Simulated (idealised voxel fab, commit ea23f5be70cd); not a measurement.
process module | voxel lift off
Section shown: cut. Width: 140 nm. Cell size: 5 nm, square.
Heads up, the way a cross-section reads in here is a grid of square cells, handed over as bands from the top down, with every band being one or more rows of cells.
Read a band's entry like this: the first values are the height of its top and the height of its bottom in nm, and what follows is the sequence of materials from left to right, each with its width in nm. Note that "air" is empty space, and that a single material marked "edge to edge" reaches across the band from edge to edge.
Beneath 0, the wafer as received is one material, and that level is where height counting begins. The lowest band goes on downward without a bottom; it is written like "0 down".
When a width is written as two numbers, as in "30 to 40", the first number is the width in the top row of cells of the band and the second is the width in its bottom row, and the width changes by the same amount from each row to the next.
Given "changes: none" for a step, no cell of the cross-section differs between before and after that step.
Enclosed voids (no open way to top), threshold 8 cells or more, entry "Sealed internal cavities", notation width x height at distance, distance from left edge, nm.
Heads up: the bit after the settings on a step's line is the simulator's remark on that step.
"overlay nm", when on a step's line for a step with a mask, measures how far to the right of its planned place the mask lay; a negative measure means to the left.
-- Intended process steps
1 RECEIVE | material Si
2 CONFORMAL_DEP | material Al2O3 | thk nm 5
3 PATTERN | tone open | mask id LINES | material resist | width nm 20 | pitch nm 45 | thk nm 20 | overlay nm 0
4 DIRECTIONAL_DEP | material Ru | thk nm 5
5 STRIP | etch materials resist
6 CONFORMAL_DEP | material SiCN | thk nm 5
-- Step 1 complete: cross-section of the wafer as received
	0 down | Si edge to edge
	Sealed internal cavities: none
-- Post-module cross-section of the first of two wafers (run per plan)
	15 to 10 | air (10), SiCN (30), air (15), SiCN (30), air (15), SiCN (30), air (10)
	10 to 5 | SiCN (15), Ru (20), SiCN (25), Ru (20), SiCN (25), Ru (20), SiCN (15)
	5 to 0 | Al2O3 edge to edge
	0 down | Si edge to edge
	Sealed internal cavities: none
-- End-of-module cross-section of the second wafer: identical starting point and process plan to the first, with one processing mistake
	15 to 10 | air (10), SiCN (30), air (15), SiCN (30), air (15), SiCN (30), air (10)
	10 to 5 | SiCN (15), Ru (20), SiCN (25), Ru (20), SiCN (25), Ru (20), SiCN (15)
	5 to 0 | Ru edge to edge
	0 down | Si edge to edge
	Sealed internal cavities: none
It is concluded that the wafer was processed incorrectly with respect to the plan, in that step 2 was processed under conditions differing from the plan, specifically as CONFORMAL_DEP | material Ru | thk nm 5
Upon completion, the second wafer contains, in terms of cells, a greater or smaller amount of certain materials than the first wafer: -28 Al2O3; +28 Ru
